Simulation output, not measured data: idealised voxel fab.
Process module under the name voxel self aligned vias
Each square cell in cross-section cut measures 5 nm, and the section as a whole is 275 nm wide.
Cross-sections here: square-cell grids, written as top-down lists of bands, a band being one or more rows of cells.
Top, bottom (nm), then materials left to right with widths (nm); lone material tagged "all across" fills the whole band edge to edge; "blank" = empty space.
Heights are measured from 0, the level below which the as-received wafer is all one material; the lowest band has no bottom and continues downward, written as in "0 and below".
Graded width ("30..40"): value in top row of band = first number; value in bottom row = second number; row-to-row change constant.
Reading "nothing different" for a step: not a cell of the cross-section changed in it.
Entry "Fully sealed voids" = empty spaces >= 8 cells with no open way to the top; each as width x height at distance, distance from left edge, all nm.
Where a step's line continues beyond its settings, the continuation is a remark by the simulator itself on that step.
overlay nm: where the mask lay relative to plan, measured to the right, on steps with a mask; negatives go left.
Note on reading: below, each pair holds a cross-section from before one process step and one from after it; the one from after shows only down to the lowest band that changed. Beneath the pair, the step in between is stated along with its settings. The pairs can stem from different runs of this module on the same starting wafer. Where a pair's entry headed "Pre-step cross-section" says so, and only there, that pair continues from the pair above it.
Pre-step cross-section
0 and below = Si all across
Fully sealed voids: none
State After Step
10 down to 0 = SiO2 all across
Lower than 0, everything is as it was.
Fully sealed voids: none
Between before and after, shown above: op CONFORMAL_DEP | material SiO2 | thk nm 10
Pre-step cross-section: It is represented by the cross-section appearing after the step of the pair directly above.
State After Step
15 down to 10 = SiCN all across
Lower than 10, everything is as it was.
Fully sealed voids: none
Between before and after, shown above: op CONFORMAL_DEP | material SiCN | thk nm 5
Pre-step cross-section: It is represented by the cross-section appearing after the step of the pair directly above.
State After Step
35 down to 15 = lowk all across
Lower than 15, everything is as it was.
Fully sealed voids: none
Between before and after, shown above: op DIRECTIONAL_DEP | material lowk | thk nm 20
Pre-step cross-section: It is represented by the cross-section appearing after the step of the pair directly above.
State After Step
50 down to 35 = aC all across
Lower than 35, everything is as it was.
Fully sealed voids: none
Between before and after, shown above: op DIRECTIONAL_DEP | material aC | thk nm 15
Pre-step cross-section: It is represented by the cross-section appearing after the step of the pair directly above.
State After Step
85 down to 50 = resist=65, then blank=25, then resist=35, then blank=25, then resist=35, then blank=25, then resist=65
Lower than 50, everything is as it was.
Fully sealed voids: none
Between before and after, shown above: op PATTERN | tone open | mask id LINES | material resist | width nm 25 | pitch nm 60 | thk nm 35 | overlay nm 0
Pre-step cross-section: It is represented by the cross-section appearing after the step of the pair directly above.
State After Step
70 down to 50 = resist=65, then blank=25, then resist=35, then blank=25, then resist=35, then blank=25, then resist=65
50 down to 35 = aC=65, then blank=25, then aC=35, then blank=25, then aC=35, then blank=25, then aC=65
Lower than 35, everything is as it was.
Fully sealed voids: none
Between before and after, shown above: op DIRECTIONAL_ETCH | etch materials aC | depth nm 15
Pre-step cross-section: It is represented by the cross-section appearing after the step of the pair directly above.
State After Step
50 down to 35 = aC=65, then blank=25, then aC=35, then blank=25, then aC=35, then blank=25, then aC=65
Lower than 35, everything is as it was.
Fully sealed voids: none
Between before and after, shown above: op STRIP | etch materials resist
Pre-step cross-section: It is represented by the cross-section appearing after the step of the pair directly above.
State After Step
50 down to 35 = aC=65, then blank=25, then aC=35, then blank=25, then aC=35, then blank=25, then aC=65
35 down to 15 = lowk=65, then blank=25, then lowk=35, then blank=25, then lowk=35, then blank=25, then lowk=65
Lower than 15, everything is as it was.
Fully sealed voids: none
Between before and after, shown above: op DIRECTIONAL_ETCH | etch materials lowk | depth nm 20
Pre-step cross-section: It is represented by the cross-section appearing after the step of the pair directly above.
State After Step
35 down to 15 = lowk=65, then blank=25, then lowk=35, then blank=25, then lowk=35, then blank=25, then lowk=65
Lower than 15, everything is as it was.
Fully sealed voids: none
Between before and after, shown above: op STRIP | etch materials aC
Pre-step cross-section: It is represented by the cross-section appearing after the step of the pair directly above.
State After Step
40 down to 35 = TiN=70, then blank=15, then TiN=45, then blank=15, then TiN=45, then blank=15, then TiN=70
35 down to 20 = lowk=65, then TiN=5, then blank=15, then TiN=5, then lowk=35, then TiN=5, then blank=15, then TiN=5, then lowk=35, then TiN=5, then blank=15, then TiN=5, then lowk=65
20 down to 15 = lowk=65, then TiN=25, then lowk=35, then TiN=25, then lowk=35, then TiN=25, then lowk=65
Lower than 15, everything is as it was.
Fully sealed voids: none
Between before and after, shown above: op CONFORMAL_DEP | material TiN | thk nm 5
Pre-step cross-section: It is represented by the cross-section appearing after the step of the pair directly above.
State After Step
45 down to 40 = W all across
40 down to 35 = TiN=70, then W=15, then TiN=45, then W=15, then TiN=45, then W=15, then TiN=70
35 down to 20 = lowk=65, then TiN=5, then W=15, then TiN=5, then lowk=35, then TiN=5, then W=15, then TiN=5, then lowk=35, then TiN=5, then W=15, then TiN=5, then lowk=65
Lower than 20, everything is as it was.
Fully sealed voids: none
Between before and after, shown above: op FILL_DEP | material W | thk nm 5
Pre-step cross-section: It is represented by the cross-section appearing after the step of the pair directly above.
State After Step
35 down to 20 = lowk=65, then TiN=5, then W=15, then TiN=5, then lowk=35, then TiN=5, then W=15, then TiN=5, then lowk=35, then TiN=5, then W=15, then TiN=5, then lowk=65
Lower than 20, everything is as it was.
Fully sealed voids: none
Between before and after, shown above: op CMP | height nm 35
Pre-step cross-section: It is represented by the cross-section appearing after the step of the pair directly above.
State After Step
35 down to 30 = lowk=65, then blank=25, then lowk=35, then blank=25, then lowk=35, then blank=25, then lowk=65
Lower than 30, everything is as it was.
Fully sealed voids: none
Between before and after, shown above: op SELECTIVE_ETCH | etch materials W Ru TiN | depth nm 5
Pre-step cross-section: It is represented by the cross-section appearing after the step of the pair directly above.
State After Step
45 down to 35 = SiN all across
35 down to 30 = lowk=65, then SiN=25, then lowk=35, then SiN=25, then lowk=35, then SiN=25, then lowk=65
Lower than 30, everything is as it was.
Fully sealed voids: none
Between before and after, shown above: op FILL_DEP | material SiN | thk nm 10
Pre-step cross-section: It is represented by the cross-section appearing after the step of the pair directly above.
State After Step
35 down to 30 = lowk=65, then SiN=25, then lowk=35, then SiN=25, then lowk=35, then SiN=25, then lowk=65
Lower than 30, everything is as it was.
Fully sealed voids: none
Between before and after, shown above: op CMP | height nm 35
Pre-step cross-section: It is represented by the cross-section appearing after the step of the pair directly above.
State After Step
55 down to 35 = lowk all across
Lower than 35, everything is as it was.
Fully sealed voids: none
Between before and after, shown above: op DIRECTIONAL_DEP | material lowk | thk nm 20
Pre-step cross-section: It is represented by the cross-section appearing after the step of the pair directly above.
State After Step
75 down to 55 = resist=60, then blank=35, then resist=85, then blank=35, then resist=60
Lower than 55, everything is as it was.
Fully sealed voids: none
Between before and after, shown above: op PATTERN | tone open | mask id VIAS | material resist | width nm 35 | pitch nm 120 | thk nm 20 | overlay nm 0
Pre-step cross-section: It is represented by the cross-section appearing after the step of the pair directly above.
State After Step
75 down to 55 = resist=60, then blank=35, then resist=85, then blank=35, then resist=60
55 down to 35 = lowk=60, then blank=35, then lowk=85, then blank=35, then lowk=60
Lower than 35, everything is as it was.
Fully sealed voids: none
Between before and after, shown above: op DIRECTIONAL_ETCH | etch materials lowk | depth nm 20
Pre-step cross-section: It is represented by the cross-section appearing after the step of the pair directly above.
State After Step
75 down to 55 = resist=60, then blank=35, then resist=85, then blank=35, then resist=60
55 down to 35 = lowk=60, then blank=35, then lowk=85, then blank=35, then lowk=60
35 down to 30 = lowk=65, then blank=25, then lowk=35, then SiN=25, then lowk=35, then blank=25, then lowk=65
Lower than 30, everything is as it was.
Fully sealed voids: none
Between before and after, shown above: op DIRECTIONAL_ETCH | etch materials SiN | depth nm 5
Pre-step cross-section: It is represented by the cross-section appearing after the step of the pair directly above.
State After Step
55 down to 35 = lowk=60, then blank=35, then lowk=85, then blank=35, then lowk=60
Lower than 35, everything is as it was.
Fully sealed voids: none
Between before and after, shown above: op STRIP | etch materials resist
Pre-step cross-section: It is represented by the cross-section appearing after the step of the pair directly above.
State After Step
60 down to 55 = TiN=65, then blank=25, then TiN=95, then blank=25, then TiN=65
55 down to 40 = lowk=60, then TiN=5, then blank=25, then TiN=5, then lowk=85, then TiN=5, then blank=25, then TiN=5, then lowk=60
40 down to 35 = lowk=60, then TiN=10, then blank=15, then TiN=10, then lowk=85, then TiN=10, then blank=15, then TiN=10, then lowk=60
35 down to 30 = lowk=65, then TiN=25, then lowk=35, then SiN=25, then lowk=35, then TiN=25, then lowk=65
Lower than 30, everything is as it was.
Fully sealed voids: none
Between before and after, shown above: op CONFORMAL_DEP | material TiN | thk nm 5
Pre-step cross-section: It is represented by the cross-section appearing after the step of the pair directly above.
State After Step
70 down to 60 = W all across
60 down to 55 = TiN=65, then W=25, then TiN=95, then W=25, then TiN=65
55 down to 40 = lowk=60, then TiN=5, then W=25, then TiN=5, then lowk=85, then TiN=5, then W=25, then TiN=5, then lowk=60
40 down to 35 = lowk=60, then TiN=10, then W=15, then TiN=10, then lowk=85, then TiN=10, then W=15, then TiN=10, then lowk=60
Lower than 35, everything is as it was.
Fully sealed voids: none
Between before and after, shown above: op FILL_DEP | material W | thk nm 10
Pre-step cross-section: It is represented by the cross-section appearing after the step of the pair directly above.
State After Step
55 down to 40 = lowk=60, then TiN=5, then W=25, then TiN=5, then lowk=85, then TiN=5, then W=25, then TiN=5, then lowk=60
Lower than 40, everything is as it was.
Fully sealed voids: none
Between before and after, shown above: op CMP | height nm 55
Pre-step cross-section: It is represented by the cross-section appearing after the step of the pair directly above.
State After Step
60 down to 55 = SiCN all across
Lower than 55, everything is as it was.
Fully sealed voids: none
Between before and after, shown above: op CONFORMAL_DEP | material SiCN | thk nm 5
Pre-step cross-section
0 and below = Si all across
Fully sealed voids: none
State After Step
5 down to 0 = SiCN all across
Lower than 0, everything is as it was.
Fully sealed voids: none
Between before and after, shown above: op CONFORMAL_DEP | material SiCN | thk nm 5
Pre-step cross-section: It is represented by the cross-section appearing after the step of the pair directly above.
State After Step
25 down to 5 = lowk all across
Lower than 5, everything is as it was.
Fully sealed voids: none
Between before and after, shown above: op DIRECTIONAL_DEP | material lowk | thk nm 20
Pre-step cross-section: It is represented by the cross-section appearing after the step of the pair directly above.
State After Step
40 down to 25 = aC all across
Lower than 25, everything is as it was.
Fully sealed voids: none
Between before and after, shown above: op DIRECTIONAL_DEP | material aC | thk nm 15
Pre-step cross-section: It is represented by the cross-section appearing after the step of the pair directly above.
State After Step
75 down to 40 = resist=65, then blank=25, then resist=35, then blank=25, then resist=35, then blank=25, then resist=65
Lower than 40, everything is as it was.
Fully sealed voids: none
Between before and after, shown above: op PATTERN | tone open | mask id LINES | material resist | width nm 25 | pitch nm 60 | thk nm 35 | overlay nm 0
Pre-step cross-section: It is represented by the cross-section appearing after the step of the pair directly above.
State After Step
60 down to 40 = resist=65, then blank=25, then resist=35, then blank=25, then resist=35, then blank=25, then resist=65
40 down to 25 = aC=65, then blank=25, then aC=35, then blank=25, then aC=35, then blank=25, then aC=65
Lower than 25, everything is as it was.
Fully sealed voids: none
Between before and after, shown above: op DIRECTIONAL_ETCH | etch materials aC | depth nm 15
Pre-step cross-section: It is represented by the cross-section appearing after the step of the pair directly above.
State After Step
40 down to 25 = aC=65, then blank=25, then aC=35, then blank=25, then aC=35, then blank=25, then aC=65
Lower than 25, everything is as it was.
Fully sealed voids: none
Between before and after, shown above: op STRIP | etch materials resist
Pre-step cross-section: It is represented by the cross-section appearing after the step of the pair directly above.
State After Step
40 down to 25 = aC=65, then blank=25, then aC=35, then blank=25, then aC=35, then blank=25, then aC=65
25 down to 5 = lowk=65, then blank=25, then lowk=35, then blank=25, then lowk=35, then blank=25, then lowk=65
Lower than 5, everything is as it was.
Fully sealed voids: none
Between before and after, shown above: op DIRECTIONAL_ETCH | etch materials lowk | depth nm 20
Pre-step cross-section: It is represented by the cross-section appearing after the step of the pair directly above.
State After Step
25 down to 5 = lowk=65, then blank=25, then lowk=35, then blank=25, then lowk=35, then blank=25, then lowk=65
Lower than 5, everything is as it was.
Fully sealed voids: none
Between before and after, shown above: op STRIP | etch materials aC
Pre-step cross-section: It is represented by the cross-section appearing after the step of the pair directly above.
State After Step
30 down to 25 = TiN=70, then blank=15, then TiN=45, then blank=15, then TiN=45, then blank=15, then TiN=70
25 down to 10 = lowk=65, then TiN=5, then blank=15, then TiN=5, then lowk=35, then TiN=5, then blank=15, then TiN=5, then lowk=35, then TiN=5, then blank=15, then TiN=5, then lowk=65
10 down to 5 = lowk=65, then TiN=25, then lowk=35, then TiN=25, then lowk=35, then TiN=25, then lowk=65
Lower than 5, everything is as it was.
Fully sealed voids: none
Between before and after, shown above: op CONFORMAL_DEP | material TiN | thk nm 5
Pre-step cross-section: It is represented by the cross-section appearing after the step of the pair directly above.
State After Step
35 down to 30 = W all across
30 down to 25 = TiN=70, then W=15, then TiN=45, then W=15, then TiN=45, then W=15, then TiN=70
25 down to 10 = lowk=65, then TiN=5, then W=15, then TiN=5, then lowk=35, then TiN=5, then W=15, then TiN=5, then lowk=35, then TiN=5, then W=15, then TiN=5, then lowk=65
Lower than 10, everything is as it was.
Fully sealed voids: none
Between before and after, shown above: op FILL_DEP | material W | thk nm 5
Pre-step cross-section: It is represented by the cross-section appearing after the step of the pair directly above.
State After Step
30 down to 25 = TiN=70, then W=15, then TiN=45, then W=15, then TiN=45, then W=15, then TiN=70
Lower than 25, everything is as it was.
Fully sealed voids: none
Between before and after, shown above: op SELECTIVE_ETCH | etch materials W Ru TiN | depth nm 5
Pre-step cross-section: It is represented by the cross-section appearing after the step of the pair directly above.
State After Step
40 down to 30 = SiN all across
Lower than 30, everything is as it was.
Fully sealed voids: none
Between before and after, shown above: op FILL_DEP | material SiN | thk nm 10
Pre-step cross-section: It is represented by the cross-section appearing after the step of the pair directly above.
State After Step
35 down to 30 = SiN all across
Lower than 30, everything is as it was.
Fully sealed voids: none
Between before and after, shown above: op CMP | height nm 35
Pre-step cross-section: It is represented by the cross-section appearing after the step of the pair directly above.
State After Step
55 down to 35 = lowk all across
Lower than 35, everything is as it was.
Fully sealed voids: none
Between before and after, shown above: op DIRECTIONAL_DEP | material lowk | thk nm 20
Pre-step cross-section: It is represented by the cross-section appearing after the step of the pair directly above.
State After Step
75 down to 55 = resist=60, then blank=35, then resist=85, then blank=35, then resist=60
Lower than 55, everything is as it was.
Fully sealed voids: none
Between before and after, shown above: op PATTERN | tone open | mask id VIAS | material resist | width nm 35 | pitch nm 120 | thk nm 20 | overlay nm 0
Pre-step cross-section: It is represented by the cross-section appearing after the step of the pair directly above.
State After Step
75 down to 55 = resist=60, then blank=35, then resist=85, then blank=35, then resist=60
55 down to 35 = lowk=60, then blank=35, then lowk=85, then blank=35, then lowk=60
Lower than 35, everything is as it was.
Fully sealed voids: none
Between before and after, shown above: op DIRECTIONAL_ETCH | etch materials lowk | depth nm 20
Pre-step cross-section: It is represented by the cross-section appearing after the step of the pair directly above.
State After Step
75 down to 55 = resist=60, then blank=35, then resist=85, then blank=35, then resist=60
55 down to 35 = lowk=60, then blank=35, then lowk=85, then blank=35, then lowk=60
35 down to 30 = SiN=60, then blank=35, then SiN=85, then blank=35, then SiN=60
Lower than 30, everything is as it was.
Fully sealed voids: none
Between before and after, shown above: op DIRECTIONAL_ETCH | etch materials SiN | depth nm 5
Pre-step cross-section: It is represented by the cross-section appearing after the step of the pair directly above.
State After Step
55 down to 35 = lowk=60, then blank=35, then lowk=85, then blank=35, then lowk=60
Lower than 35, everything is as it was.
Fully sealed voids: none
Between before and after, shown above: op STRIP | etch materials resist
Pre-step cross-section: It is represented by the cross-section appearing after the step of the pair directly above.
State After Step
60 down to 55 = TiN=65, then blank=25, then TiN=95, then blank=25, then TiN=65
55 down to 35 = lowk=60, then TiN=5, then blank=25, then TiN=5, then lowk=85, then TiN=5, then blank=25, then TiN=5, then lowk=60
35 down to 30 = SiN=60, then TiN=35, then SiN=85, then TiN=35, then SiN=60
Lower than 30, everything is as it was.
Fully sealed voids: none
Between before and after, shown above: op CONFORMAL_DEP | material TiN | thk nm 5
Pre-step cross-section: It is represented by the cross-section appearing after the step of the pair directly above.
State After Step
70 down to 60 = W all across
60 down to 55 = TiN=65, then W=25, then TiN=95, then W=25, then TiN=65
55 down to 35 = lowk=60, then TiN=5, then W=25, then TiN=5, then lowk=85, then TiN=5, then W=25, then TiN=5, then lowk=60
Lower than 35, everything is as it was.
Fully sealed voids: none
Between before and after, shown above: op FILL_DEP | material W | thk nm 10
Pre-step cross-section: It is represented by the cross-section appearing after the step of the pair directly above.
State After Step
55 down to 35 = lowk=60, then TiN=5, then W=25, then TiN=5, then lowk=85, then TiN=5, then W=25, then TiN=5, then lowk=60
Lower than 35, everything is as it was.
Fully sealed voids: none
Between before and after, shown above: op CMP | height nm 55
Pre-step cross-section: It is represented by the cross-section appearing after the step of the pair directly above.
State After Step
60 down to 55 = SiCN all across
Lower than 55, everything is as it was.
Fully sealed voids: none
Between before and after, shown above: op CONFORMAL_DEP | material SiCN | thk nm 5
Pre-step cross-section
75 down to 55 = resist=60, then blank=35, then resist=85, then blank=35, then resist=60
55 down to 35 = lowk=60, then blank=35, then lowk=85, then blank=35, then lowk=60
35 down to 30 = lowk=65, then SiN=25, then lowk=35, then SiN=25, then lowk=35, then SiN=25, then lowk=65
30 down to 20 = lowk=65, then TiN=5, then W=15, then TiN=5, then lowk=35, then TiN=5, then W=15, then TiN=5, then lowk=35, then TiN=5, then W=15, then TiN=5, then lowk=65
20 down to 15 = lowk=65, then TiN=25, then lowk=35, then TiN=25, then lowk=35, then TiN=25, then lowk=65
15 down to 10 = SiCN all across
10 down to 0 = SiO2 all across
0 and below = Si all across
Fully sealed voids: none
State After Step
75 down to 55 = resist=60, then blank=35, then resist=85, then blank=35, then resist=60
55 down to 35 = lowk=60, then blank=35, then lowk=85, then blank=35, then lowk=60
35 down to 30 = lowk=60, then blank=5, then SiN=25, then blank=5, then lowk=30, then SiN=25, then lowk=30, then blank=5, then SiN=25, then blank=5, then lowk=60
30 down to 20 = lowk=60, then blank=5, then TiN=5, then W=15, then TiN=5, then blank=5, then lowk=30, then TiN=5, then W=15, then TiN=5, then lowk=30, then blank=5, then TiN=5, then W=15, then TiN=5, then blank=5, then lowk=60
20 down to 15 = lowk=60, then blank=5, then TiN=25, then blank=5, then lowk=30, then TiN=25, then lowk=30, then blank=5, then TiN=25, then blank=5, then lowk=60
Lower than 15, everything is as it was.
Fully sealed voids: none
Between before and after, shown above: op DIRECTIONAL_ETCH | etch materials lowk | depth nm 20
Pre-step cross-section: It is represented by the cross-section appearing after the step of the pair directly above.
State After Step
75 down to 55 = resist=60, then blank=35, then resist=85, then blank=35, then resist=60
55 down to 35 = lowk=60, then blank=35, then lowk=85, then blank=35, then lowk=60
35 down to 30 = lowk=60, then blank=35, then lowk=30, then SiN=25, then lowk=30, then blank=35, then lowk=60
Lower than 30, everything is as it was.
Fully sealed voids: none
Between before and after, shown above: op DIRECTIONAL_ETCH | etch materials SiN | depth nm 5
Pre-step cross-section: It is represented by the cross-section appearing after the step of the pair directly above.
State After Step
55 down to 35 = lowk=60, then blank=35, then lowk=85, then blank=35, then lowk=60
Lower than 35, everything is as it was.
Fully sealed voids: none
Between before and after, shown above: op STRIP | etch materials resist
Pre-step cross-section: It is represented by the cross-section appearing after the step of the pair directly above.
State After Step
60 down to 55 = TiN=65, then blank=25, then TiN=95, then blank=25, then TiN=65
55 down to 35 = lowk=60, then TiN=5, then blank=25, then TiN=5, then lowk=85, then TiN=5, then blank=25, then TiN=5, then lowk=60
35 down to 30 = lowk=60, then TiN=35, then lowk=30, then SiN=25, then lowk=30, then TiN=35, then lowk=60
30 down to 20 = lowk=60, then TiN=10, then W=15, then TiN=10, then lowk=30, then TiN=5, then W=15, then TiN=5, then lowk=30, then TiN=10, then W=15, then TiN=10, then lowk=60
20 down to 15 = lowk=60, then TiN=35, then lowk=30, then TiN=25, then lowk=30, then TiN=35, then lowk=60
Lower than 15, everything is as it was.
Fully sealed voids: none
Between before and after, shown above: op CONFORMAL_DEP | material TiN | thk nm 5
Pre-step cross-section: It is represented by the cross-section appearing after the step of the pair directly above.
State After Step
70 down to 60 = W all across
60 down to 55 = TiN=65, then W=25, then TiN=95, then W=25, then TiN=65
55 down to 35 = lowk=60, then TiN=5, then W=25, then TiN=5, then lowk=85, then TiN=5, then W=25, then TiN=5, then lowk=60
Lower than 35, everything is as it was.
Fully sealed voids: none
Between before and after, shown above: op FILL_DEP | material W | thk nm 10
Pre-step cross-section: It is represented by the cross-section appearing after the step of the pair directly above.
State After Step
55 down to 35 = lowk=60, then TiN=5, then W=25, then TiN=5, then lowk=85, then TiN=5, then W=25, then TiN=5, then lowk=60
Lower than 35, everything is as it was.
Fully sealed voids: none
Between before and after, shown above: op CMP | height nm 55
Pre-step cross-section: It is represented by the cross-section appearing after the step of the pair directly above.
State After Step
60 down to 55 = SiCN all across
Lower than 55, everything is as it was.
Fully sealed voids: none
Between before and after, shown above: op CONFORMAL_DEP | material SiCN | thk nm 5
Pre-step cross-section
10 down to 0 = SiO2 all across
0 and below = Si all across
Fully sealed voids: none
State After Step
30 down to 10 = lowk all across
Lower than 10, everything is as it was.
Fully sealed voids: none
Between before and after, shown above: op DIRECTIONAL_DEP | material lowk | thk nm 20
Pre-step cross-section: It is represented by the cross-section appearing after the step of the pair directly above.
State After Step
35 down to 30 = SiCN all across
Lower than 30, everything is as it was.
Fully sealed voids: none
Between before and after, shown above: op CONFORMAL_DEP | material SiCN | thk nm 5
Pre-step cross-section: It is represented by the cross-section appearing after the step of the pair directly above.
State After Step
50 down to 35 = aC all across
Lower than 35, everything is as it was.
Fully sealed voids: none
Between before and after, shown above: op DIRECTIONAL_DEP | material aC | thk nm 15
Pre-step cross-section: It is represented by the cross-section appearing after the step of the pair directly above.
State After Step
85 down to 50 = resist=65, then blank=25, then resist=35, then blank=25, then resist=35, then blank=25, then resist=65
Lower than 50, everything is as it was.
Fully sealed voids: none
Between before and after, shown above: op PATTERN | tone open | mask id LINES | material resist | width nm 25 | pitch nm 60 | thk nm 35 | overlay nm 0
Pre-step cross-section: It is represented by the cross-section appearing after the step of the pair directly above.
State After Step
70 down to 50 = resist=65, then blank=25, then resist=35, then blank=25, then resist=35, then blank=25, then resist=65
50 down to 35 = aC=65, then blank=25, then aC=35, then blank=25, then aC=35, then blank=25, then aC=65
Lower than 35, everything is as it was.
Fully sealed voids: none
Between before and after, shown above: op DIRECTIONAL_ETCH | etch materials aC | depth nm 15
Pre-step cross-section: It is represented by the cross-section appearing after the step of the pair directly above.
State After Step
50 down to 35 = aC=65, then blank=25, then aC=35, then blank=25, then aC=35, then blank=25, then aC=65
Lower than 35, everything is as it was.
Fully sealed voids: none
Between before and after, shown above: op STRIP | etch materials resist
Pre-step cross-section: It is represented by the cross-section appearing after the step of the pair directly above.
State After Step
35 down to 30 = SiCN all across
Lower than 30, everything is as it was.
Fully sealed voids: none
Between before and after, shown above: op STRIP | etch materials aC
Pre-step cross-section: It is represented by the cross-section appearing after the step of the pair directly above.
State After Step
40 down to 35 = TiN all across
Lower than 35, everything is as it was.
Fully sealed voids: none
Between before and after, shown above: op CONFORMAL_DEP | material TiN | thk nm 5
Pre-step cross-section: It is represented by the cross-section appearing after the step of the pair directly above.
State After Step
45 down to 40 = W all across
Lower than 40, everything is as it was.
Fully sealed voids: none
Between before and after, shown above: op FILL_DEP | material W | thk nm 5
Pre-step cross-section: It is represented by the cross-section appearing after the step of the pair directly above.
State After Step
35 down to 30 = SiCN all across
Lower than 30, everything is as it was.
Fully sealed voids: none
Between before and after, shown above: op CMP | height nm 35
Pre-step cross-section: It is represented by the cross-section appearing after the step of the pair directly above.
State After Step
45 down to 35 = SiN all across
Lower than 35, everything is as it was.
Fully sealed voids: none
Between before and after, shown above: op FILL_DEP | material SiN | thk nm 10
Pre-step cross-section: It is represented by the cross-section appearing after the step of the pair directly above.
State After Step
35 down to 30 = SiCN all across
Lower than 30, everything is as it was.
Fully sealed voids: none
Between before and after, shown above: op CMP | height nm 35
Pre-step cross-section: It is represented by the cross-section appearing after the step of the pair directly above.
State After Step
55 down to 35 = lowk all across
Lower than 35, everything is as it was.
Fully sealed voids: none
Between before and after, shown above: op DIRECTIONAL_DEP | material lowk | thk nm 20
Pre-step cross-section: It is represented by the cross-section appearing after the step of the pair directly above.
State After Step
75 down to 55 = resist=60, then blank=35, then resist=85, then blank=35, then resist=60
Lower than 55, everything is as it was.
Fully sealed voids: none
Between before and after, shown above: op PATTERN | tone open | mask id VIAS | material resist | width nm 35 | pitch nm 120 | thk nm 20 | overlay nm 0
Pre-step cross-section: It is represented by the cross-section appearing after the step of the pair directly above.
State After Step
75 down to 55 = resist=60, then blank=35, then resist=85, then blank=35, then resist=60
55 down to 35 = lowk=60, then blank=35, then lowk=85, then blank=35, then lowk=60
Lower than 35, everything is as it was.
Fully sealed voids: none
Between before and after, shown above: op DIRECTIONAL_ETCH | etch materials lowk | depth nm 20
Pre-step cross-section: It is represented by the cross-section appearing after the step of the pair directly above.
State After Step
55 down to 35 = lowk=60, then blank=35, then lowk=85, then blank=35, then lowk=60
Lower than 35, everything is as it was.
Fully sealed voids: none
Between before and after, shown above: op STRIP | etch materials resist
Pre-step cross-section: It is represented by the cross-section appearing after the step of the pair directly above.
State After Step
60 down to 55 = TiN=65, then blank=25, then TiN=95, then blank=25, then TiN=65
55 down to 40 = lowk=60, then TiN=5, then blank=25, then TiN=5, then lowk=85, then TiN=5, then blank=25, then TiN=5, then lowk=60
40 down to 35 = lowk=60, then TiN=35, then lowk=85, then TiN=35, then lowk=60
Lower than 35, everything is as it was.
Fully sealed voids: none
Between before and after, shown above: op CONFORMAL_DEP | material TiN | thk nm 5
Pre-step cross-section: It is represented by the cross-section appearing after the step of the pair directly above.
State After Step
70 down to 60 = W all across
60 down to 55 = TiN=65, then W=25, then TiN=95, then W=25, then TiN=65
55 down to 40 = lowk=60, then TiN=5, then W=25, then TiN=5, then lowk=85, then TiN=5, then W=25, then TiN=5, then lowk=60
Lower than 40, everything is as it was.
Fully sealed voids: none
Between before and after, shown above: op FILL_DEP | material W | thk nm 10
Pre-step cross-section: It is represented by the cross-section appearing after the step of the pair directly above.
State After Step
55 down to 40 = lowk=60, then TiN=5, then W=25, then TiN=5, then lowk=85, then TiN=5, then W=25, then TiN=5, then lowk=60
Lower than 40, everything is as it was.
Fully sealed voids: none
Between before and after, shown above: op CMP | height nm 55
Pre-step cross-section: It is represented by the cross-section appearing after the step of the pair directly above.
State After Step
60 down to 55 = SiCN all across
Lower than 55, everything is as it was.
Fully sealed voids: none
Between before and after, shown above: op CONFORMAL_DEP | material SiCN | thk nm 5
Pre-step cross-section
55 down to 40 = lowk=60, then TiN=5, then W=25, then TiN=5, then lowk=85, then TiN=5, then W=25, then TiN=5, then lowk=60
40 down to 35 = lowk=60, then TiN=10, then W=15, then TiN=10, then lowk=85, then TiN=10, then W=15, then TiN=10, then lowk=60
35 down to 30 = lowk=65, then TiN=25, then lowk=35, then SiN=25, then lowk=35, then TiN=25, then lowk=65
30 down to 20 = lowk=65, then TiN=5, then W=15, then TiN=5, then lowk=35, then TiN=5, then W=15, then TiN=5, then lowk=35, then TiN=5, then W=15, then TiN=5, then lowk=65
20 down to 15 = lowk=65, then TiN=25, then lowk=35, then TiN=25, then lowk=35, then TiN=25, then lowk=65
15 down to 10 = SiCN all across
10 down to 0 = SiO2 all across
0 and below = Si all across
Fully sealed voids: none
State After Step
70 down to 55 = SiCN all across
Lower than 55, everything is as it was.
Fully sealed voids: none
Between before and after, shown above: op CONFORMAL_DEP | material SiCN | thk nm 15
Pre-step cross-section
55 down to 35 = lowk all across
35 down to 30 = lowk=65, then SiN=25, then lowk=35, then SiN=25, then lowk=35, then SiN=25, then lowk=65
30 down to 20 = lowk=65, then TiN=5, then W=15, then TiN=5, then lowk=35, then TiN=5, then W=15, then TiN=5, then lowk=35, then TiN=5, then W=15, then TiN=5, then lowk=65
20 down to 15 = lowk=65, then TiN=25, then lowk=35, then TiN=25, then lowk=35, then TiN=25, then lowk=65
15 down to 10 = SiCN all across
10 down to 0 = SiO2 all across
0 and below = Si all across
Fully sealed voids: none
State After Step
75 down to 55 = resist=65, then blank=30, then resist=90, then blank=30, then resist=60
Lower than 55, everything is as it was.
Fully sealed voids: none
Between before and after, shown above: op PATTERN | tone open | mask id VIAS | material resist | width nm 30 | pitch nm 120 | thk nm 20 | overlay nm 0
Pre-step cross-section: It is represented by the cross-section appearing after the step of the pair directly above.
State After Step
75 down to 55 = resist=65, then blank=30, then resist=90, then blank=30, then resist=60
55 down to 35 = lowk=65, then blank=30, then lowk=90, then blank=30, then lowk=60
Lower than 35, everything is as it was.
Fully sealed voids: none
Between before and after, shown above: op DIRECTIONAL_ETCH | etch materials lowk | depth nm 20
Pre-step cross-section: It is represented by the cross-section appearing after the step of the pair directly above.
State After Step
75 down to 55 = resist=65, then blank=30, then resist=90, then blank=30, then resist=60
55 down to 35 = lowk=65, then blank=30, then lowk=90, then blank=30, then lowk=60
35 down to 30 = lowk=65, then blank=25, then lowk=35, then SiN=25, then lowk=35, then blank=25, then lowk=65
Lower than 30, everything is as it was.
Fully sealed voids: none
Between before and after, shown above: op DIRECTIONAL_ETCH | etch materials SiN | depth nm 5
Pre-step cross-section: It is represented by the cross-section appearing after the step of the pair directly above.
State After Step
55 down to 35 = lowk=65, then blank=30, then lowk=90, then blank=30, then lowk=60
Lower than 35, everything is as it was.
Fully sealed voids: none
Between before and after, shown above: op STRIP | etch materials resist
Pre-step cross-section: It is represented by the cross-section appearing after the step of the pair directly above.
State After Step
60 down to 55 = TiN=70, then blank=20, then TiN=100, then blank=20, then TiN=65
55 down to 40 = lowk=65, then TiN=5, then blank=20, then TiN=5, then lowk=90, then TiN=5, then blank=20, then TiN=5, then lowk=60
40 down to 35 = lowk=65, then TiN=5, then blank=15, then TiN=10, then lowk=90, then TiN=5, then blank=15, then TiN=10, then lowk=60
35 down to 30 = lowk=65, then TiN=25, then lowk=35, then SiN=25, then lowk=35, then TiN=25, then lowk=65
Lower than 30, everything is as it was.
Fully sealed voids: none
Between before and after, shown above: op CONFORMAL_DEP | material TiN | thk nm 5
